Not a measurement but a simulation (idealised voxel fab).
Herein follows the process module entitled voxel capacitor over wiring.
We display cut, a cross-section 165 nm in width whose square cells are each 5 nm.
In this document a cross-section is written as a grid of square cells. It is given as a series of bands, listed from the top down, and a band is one or more rows of cells. In this notation a band is specified by the heights of its top and bottom, in that order and in nm, after which its materials appear from left to right, each paired with its width in nm. The word "everywhere" attached to a single material means that material fills the band from edge to edge; the word "air" stands for empty space. Beneath 0, the wafer as received is one material, and that level is where height counting begins. The lowest band goes on downward without a bottom; it is written like "0 down". Per-row width for "30->40": begins at first number (top row of band), ends at second number (bottom row), increment between rows held constant. The designation "nothing different", where it is given for a processing step, indicates that no cell of the cross-section was altered in the course of that step. The list in "Enclosed void inventory" covers empty spaces of 8 cells or more that cannot reach the top through any open way, and it gives each as width x height at distance; the distance is from the left edge, and width, height and distance are in nm. Read whatever lies past the settings on a step's line as the simulator's own remark about the step. A step's line can hold "overlay nm"; with a mask on that step, the setting says how far right of the planned place the mask lay, while a negative setting says it lay to the left.

The planned process steps are enumerated hereunder
1 op RECEIVE | material Si
2 op CONFORMAL_DEP | material SiO2 | thk nm 10
3 op DIRECTIONAL_DEP | material TiN | thk nm 5
4 op DIRECTIONAL_DEP | material W | thk nm 15
5 op PATTERN | tone cover | mask id METAL_1 | material resist | width nm 30 | pitch nm 85 | thk nm 15 | overlay nm 0
6 op DIRECTIONAL_ETCH | etch materials W | depth nm 15
7 op DIRECTIONAL_ETCH | etch materials TiN | depth nm 5
8 op STRIP | etch materials resist
9 op FILL_DEP | material SiO2 | thk nm 5
10 op CMP | height nm 30
11 op CONFORMAL_DEP | material SiCN | thk nm 5
12 op DIRECTIONAL_DEP | material SiO2 | thk nm 10
13 op MASKED_ETCH | tone open | mask id PLUG_1 | width nm 15 | etch materials SiO2 | depth nm 10 | overlay nm 0
14 op MASKED_ETCH | tone open | mask id PLUG_1 | width nm 15 | etch materials SiCN | depth nm 5 | overlay nm 0
15 op EPI | material Ru | thk nm 10
16 op EPI | material Ru | thk nm 5
17 op DIRECTIONAL_DEP | material TiN | thk nm 5
18 op DIRECTIONAL_DEP | material SiN | thk nm 5
19 op DIRECTIONAL_DEP | material TiN | thk nm 5
20 op MASKED_ETCH | tone cover | mask id UPPER_PLATE | width nm 60 | etch materials TiN | depth nm 5 | overlay nm 0
21 op MASKED_ETCH | tone cover | mask id UPPER_PLATE | width nm 60 | etch materials SiN | depth nm 5 | overlay nm 0
22 op MASKED_ETCH | tone cover | mask id LOWER_PLATE | width nm 70 | etch materials TiN | depth nm 5 | overlay nm 0
23 op FILL_DEP | material SiO2 | thk nm 20
24 op CMP | height nm 75
25 op PATTERN | tone open | mask id PLUG_2 | material resist | width nm 15 | thk nm 20 | overlay nm 0
26 op DIRECTIONAL_ETCH | etch materials SiO2 | depth nm 15
27 op STRIP | etch materials resist
28 op CONFORMAL_DEP | material TiN | thk nm 5
29 op FILL_DEP | material W | thk nm 5
30 op CMP | height nm 75
31 op CONFORMAL_DEP | material SiN | thk nm 5
Across this set of wafers, the varied parameter is the width nm of step 25. Starting conditions are identical for every wafer, and the plan reports the value assigned to the first wafer.

Here's the first of the wafers in cross-section, just as we got it, i.e. after step 1
- 0 down: Si everywhere
- Enclosed void inventory: none

After the module's final step, step 31: the first of several wafers in cross-section
- 80 to 75: SiN everywhere
- 75 to 65: 50 of SiO2, then 5 of TiN, then 5 of W, then 5 of TiN, then 100 of SiO2
- 65 to 55: 50->40 of SiO2, then 15->60 of TiN, then 100->65 of SiO2
- 55 to 50: 40 of SiO2, then 60 of SiN, then 65 of SiO2
- 50 to 45: 35 of SiO2, then 70 of TiN, then 60 of SiO2
- 45 to 35: 40 of SiO2, then 15 of Ru, then 110 of SiO2
- 35 to 30: 40 of SiCN, then 15 of Ru, then 110 of SiCN
- 30 to 15: 25 of SiO2, then 30 of W, then 55 of SiO2, then 30 of W, then 25 of SiO2
- 15 to 10: 25 of SiO2, then 30 of TiN, then 55 of SiO2, then 30 of TiN, then 25 of SiO2
- 10 to 0: SiO2 everywhere
- 0 down: Si everywhere
- Enclosed void inventory: none

The last wafer as seen in cross-section at the end of the module
- 80 to 75: SiN everywhere
- 75 to 65: 45 of SiO2, then 5 of TiN, then 20 of W, then 5 of TiN, then 90 of SiO2
- 65 to 55: 45->40 of SiO2, then 30->60 of TiN, then 90->65 of SiO2
- 55 to 50: 40 of SiO2, then 60 of SiN, then 65 of SiO2
- 50 to 45: 35 of SiO2, then 70 of TiN, then 60 of SiO2
- 45 to 35: 40 of SiO2, then 15 of Ru, then 110 of SiO2
- 35 to 30: 40 of SiCN, then 15 of Ru, then 110 of SiCN
- 30 to 15: 25 of SiO2, then 30 of W, then 55 of SiO2, then 30 of W, then 25 of SiO2
- 15 to 10: 25 of SiO2, then 30 of TiN, then 55 of SiO2, then 30 of TiN, then 25 of SiO2
- 10 to 0: SiO2 everywhere
- 0 down: Si everywhere
- Enclosed void inventory: none

Note: the following table is arranged by wafer, a row apiece. Each row reports the end-of-module state: per material, cells gained (+) or cells lost (-) compared with the wafer as received; closed voids follow
width nm 15 | +9 Ru | +30 SiCN | +45 SiN | +361 SiO2 | +45 TiN | +38 W | Enclosed void inventory: none
width nm 20 | +9 Ru | +30 SiCN | +45 SiN | +358 SiO2 | +46 TiN | +40 W | Enclosed void inventory: none
width nm 25 | +9 Ru | +30 SiCN | +45 SiN | +355 SiO2 | +47 TiN | +42 W | Enclosed void inventory: none
width nm 30 | +9 Ru | +30 SiCN | +45 SiN | +352 SiO2 | +48 TiN | +44 W | Enclosed void inventory: none
